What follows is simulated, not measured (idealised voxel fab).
The process module presented herein is designated voxel local oxidation.
This is section cut - it's 210 nm across, gridded in 5 nm square cells.
Cross-section format: a grid of square cells, given as bands from top to bottom; each band is one or more rows of cells.
Top, bottom (nm), then materials left to right with widths (nm); lone material tagged "full width" fills the whole band edge to edge; "air" = empty space.
For the purposes of this specification, 0 denotes the height below which the wafer in its as-received condition is composed wholly of one material, and the lowermost band, lacking a lower limit, extends downward without end, as expressed in "0 and below".
Width "30 to 40": first value at the band's top row of cells, second value at its bottom row, equal change from row to row.
For the purposes of this document, the phrase "left unchanged" attached to a step denotes that no cell within the cross-section was modified by that step.
"Unvented internal voids" specifies each empty space that is not open to the top and that occupies no fewer than 8 cells, using the form width x height at distance, the distance measured from the left edge and all three quantities in nm.
On each step's line, the part that comes after the settings is the simulator's own comment on the step.
When a step includes a mask, the "overlay nm" setting on its line states how far to the right of its planned place that mask lay, and negative values state how far to the left.

[Intended process steps]
step 1: RECEIVE | material Si
step 2: CONFORMAL_DEP | material SiO2 | thk nm 5
step 3: CONFORMAL_DEP | material SiN | thk nm 10
step 4: DIRECTIONAL_DEP | material aC | thk nm 10
step 5: PATTERN | tone cover | mask id ACTIVE | material resist | width nm 125 | thk nm 25 | overlay nm 0
step 6: DIRECTIONAL_ETCH | etch materials aC | depth nm 10
step 7: STRIP | etch materials resist
step 8: DIRECTIONAL_ETCH | etch materials SiN | depth nm 10
step 9: STRIP | etch materials aC
step 10: SELECTIVE_ETCH | etch materials SiO2 | depth nm 5
step 11: OXIDIZE | depth nm 15
step 12: STRIP | etch materials SiN

[First of two wafers - as planned]

[Cross-section, incoming material, after step 1]
    0 and below = Si full width
    Unvented internal voids: none

[The wafer in cross-section once step 2 is complete]
    5 down to 0 = SiO2 full width
    Under 0: no change, same as before.

[The wafer in cross-section once step 3 is complete]
    15 down to 5 = SiN full width
    Under 5: no change, same as before.

[The wafer in cross-section once step 4 is complete]
    25 down to 15 = aC full width
    Under 15: no change, same as before.

[The wafer in cross-section once step 5 is complete]
    50 down to 25 = air: 40; resist: 125; air: 45
    Under 25: no change, same as before.

[The wafer in cross-section once step 6 is complete]
    40 down to 25 = air: 40; resist: 125; air: 45
    25 down to 15 = air: 40; aC: 125; air: 45
    Under 15: no change, same as before.

[The wafer in cross-section once step 7 is complete]
    25 down to 15 = air: 40; aC: 125; air: 45
    Under 15: no change, same as before.

[The wafer in cross-section once step 8 is complete]
    25 down to 15 = air: 40; aC: 125; air: 45
    15 down to 5 = air: 40; SiN: 125; air: 45
    Under 5: no change, same as before.

[The wafer in cross-section once step 9 is complete]
    15 down to 5 = air: 40; SiN: 125; air: 45
    Under 5: no change, same as before.

[The wafer in cross-section once step 10 is complete]
    15 down to 5 = air: 40; SiN: 125; air: 45
    5 down to 0 = air: 45; SiO2: 115; air: 50
    Under 0: no change, same as before.

[The wafer in cross-section once step 11 is complete]
    15 down to 5 = air: 40; SiN: 125; air: 45
    5 down to 0 = air: 45; SiO2: 115; air: 50
    0 down to -15 = SiO2: 60; Si: 85; SiO2: 65
    Under -15: no change, same as before.

[The wafer in cross-section once step 12 is complete]
    5 down to 0 = air: 45; SiO2: 115; air: 50
    Under 0: no change, same as before.

[Now the other wafer: same start, same recipe, but we messed up one thing when running it. Up to and including step 4 it's the same as the first one]

[Cross-section: second wafer, time at which step 5 was scheduled to end]
    50 down to 25 = air: 40; resist: 130; air: 40
    Under 25: no change, same as before.

[Cross-section: second wafer, time at which step 6 was scheduled to end]
    40 down to 25 = air: 40; resist: 130; air: 40
    25 down to 15 = air: 40; aC: 130; air: 40
    Under 15: no change, same as before.

[Cross-section: second wafer, time at which step 7 was scheduled to end]
    25 down to 15 = air: 40; aC: 130; air: 40
    Under 15: no change, same as before.

[Cross-section: second wafer, time at which step 8 was scheduled to end]
    25 down to 15 = air: 40; aC: 130; air: 40
    15 down to 5 = air: 40; SiN: 130; air: 40
    Under 5: no change, same as before.

[Cross-section: second wafer, time at which step 9 was scheduled to end]
    15 down to 5 = air: 40; SiN: 130; air: 40
    Under 5: no change, same as before.

[Cross-section: second wafer, time at which step 10 was scheduled to end]
    15 down to 5 = air: 40; SiN: 130; air: 40
    5 down to 0 = air: 45; SiO2: 120; air: 45
    Under 0: no change, same as before.

[Cross-section: second wafer, time at which step 11 was scheduled to end]
    15 down to 5 = air: 40; SiN: 130; air: 40
    5 down to 0 = air: 45; SiO2: 120; air: 45
    0 down to -15 = SiO2: 60; Si: 90; SiO2: 60
    Under -15: no change, same as before.

[Cross-section: second wafer, time at which step 12 was scheduled to end]
    5 down to 0 = air: 45; SiO2: 120; air: 45
    Under 0: no change, same as before.
Misprocessing identified: step 5 ran as: PATTERN | tone cover | mask id ACTIVE | material resist | width nm 130 | thk nm 25 | overlay nm 0
In the final state, the cell counts of the second wafer exceed or fall short of those of the first for the following materials: +3 Si | -2 SiO2
